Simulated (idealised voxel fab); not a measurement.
process module | voxel quadruple lines
cross-section cut | 300 nm wide | cells 5 nm
A cross-section is a grid of square cells, given in bands from the top down. A band is one or more rows of cells.
Each band's line starts with the height of the band's top and of its bottom, in nm. Then come its materials from left to right, each with its width in nm. One material with "throughout" fills the band from edge to edge. "air" is empty space.
Height 0 is the level under which the wafer as received is all one material. The lowest band goes on downwards, as in "0 down".
A width such as "30 to 40" changes by the same amount from each row of cells to the next, from the band's top row to its bottom row.
"no change" after a step means that no cell of the cross-section changed.
closed voids: empty space of 8 cells or more with no open way to the top, each as width x height at its distance from the left edge, in nm
after a step's settings: what the simulator itself notes on the step
overlay nm, on a step with a mask: how far to the right of its planned place the mask lay; to the left if negative
plan
1 op RECEIVE | material Si
2 op CONFORMAL_DEP | material Al2O3 | thk nm 5
3 op DIRECTIONAL_DEP | material W | thk nm 15
4 op DIRECTIONAL_DEP | material polySi | thk nm 20
5 op DIRECTIONAL_DEP | material aC | thk nm 25
6 op PATTERN | tone cover | mask id MANDREL | material resist | width nm 25 | pitch nm 80 | thk nm 35 | overlay nm 0
7 op DIRECTIONAL_ETCH | etch materials aC | depth nm 25
8 op STRIP | etch materials resist
9 op CONFORMAL_DEP | material SiO2 | thk nm 15
10 op DIRECTIONAL_ETCH | etch materials SiO2 | depth nm 15
11 op STRIP | etch materials aC
12 op DIRECTIONAL_ETCH | etch materials polySi | depth nm 20
13 op STRIP | etch materials SiO2
14 op CONFORMAL_DEP | material SiCN | thk nm 5
15 op DIRECTIONAL_ETCH | etch materials SiCN | depth nm 5
16 op STRIP | etch materials polySi
17 op DIRECTIONAL_ETCH | etch materials W | depth nm 15
18 op STRIP | etch materials SiCN
19 op FILL_DEP | material SiO2 | thk nm 10
20 op CMP | height nm 20
as received, after step 1
  0 down: Si throughout
  closed voids: none
a wafer at the end: this start, this plan, one mistake
  20 to 5: SiO2 75 | W 5 | SiO2 15 | W 5 | SiO2 15 | W 5 | SiO2 15 | W 5 | SiO2 15 | W 5 | SiO2 15 | W 5 | SiO2 15 | W 5 | SiO2 15 | W 5 | SiO2 80
  5 to 0: W throughout
  0 down: Si throughout
  closed voids: none
what went wrong: step 2 ran as: op CONFORMAL_DEP | material W | thk nm 5
